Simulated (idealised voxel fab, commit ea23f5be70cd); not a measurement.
This section sets out a process module, namely voxel plated lines.
Section shown: cut. Width: 245 nm. Cell size: 5 nm, square.
Each cross-section below is a grid of square cells, stated as bands in top-down order, with one or more rows of cells making up each band.
Top, bottom (nm), then materials left to right with widths (nm); lone material tagged "everywhere" fills the whole band edge to edge; "air" = empty space.
A quick word on heights: they are counted from 0, and under that level the wafer as it came to us is one material throughout. The lowest band is different from the rest in having no bottom; it simply continues downward, written as in "from 0 down".
So if you see something like "30->40" for the width, read it as the top row of the band sitting at the first number and the bottom row at the second, with every row in between moving by the same amount as the last.
Step note "no change" = no cross-section cell changed.
You'll see "Closed internal cavities" listing empty spaces that have no way open to the top, as long as they're 8 cells or more; the notation is width x height at distance, where the distance is from the left edge, and all of it is in nm.
Anything after a step's settings on that line? It's the simulator's own note about the step.
The setting "overlay nm" may be written on the line of a step. When the step uses a mask, the value reports how far to the right of the planned place the mask lay, and a negative value reports that it lay to the left.

# The process steps that were planned are listed below
1. op RECEIVE | material Si
2. op CONFORMAL_DEP | material SiN | thk nm 15
3. op DIRECTIONAL_DEP | material TiN | thk nm 5
4. op PATTERN | tone open | mask id LINES | material resist | width nm 15 | pitch nm 35 | thk nm 40 | overlay nm 0
5. op EPI | material Ru | thk nm 5
6. op EPI | material Ru | thk nm 5
7. op EPI | material Ru | thk nm 5
8. op STRIP | etch materials resist
9. op DIRECTIONAL_ETCH | etch materials TiN | depth nm 5
10. op CONFORMAL_DEP | material SiN | thk nm 10

# So this is the incoming wafer in cross-section - it's already been through step 1
from 0 down | Si everywhere
Closed internal cavities: none

# End state of the module in cross-section, given the above starting point and plan and one mistake in execution
from 45 to 35 | air 75 nm, SiN 105 nm, air 65 nm
from 35 to 25 | air 75 nm, SiN 10 nm, Ru 15 nm, SiN 20 nm, Ru 15 nm, SiN 20 nm, Ru 15 nm, SiN 10 nm, air 65 nm
from 25 to 20 | SiN 85 nm, Ru 15 nm, SiN 20 nm, Ru 15 nm, SiN 20 nm, Ru 15 nm, SiN 75 nm
from 20 to 15 | SiN 85 nm, TiN 15 nm, SiN 20 nm, TiN 15 nm, SiN 20 nm, TiN 15 nm, SiN 75 nm
from 15 to 0 | SiN everywhere
from 0 down | Si everywhere
Closed internal cavities: none
Error vs. plan: off-plan run, step 4, actual operation and settings op PATTERN | tone open | mask id LINES | material resist | width nm 15 | pitch nm 35 | thk nm 40 | overlay nm 5
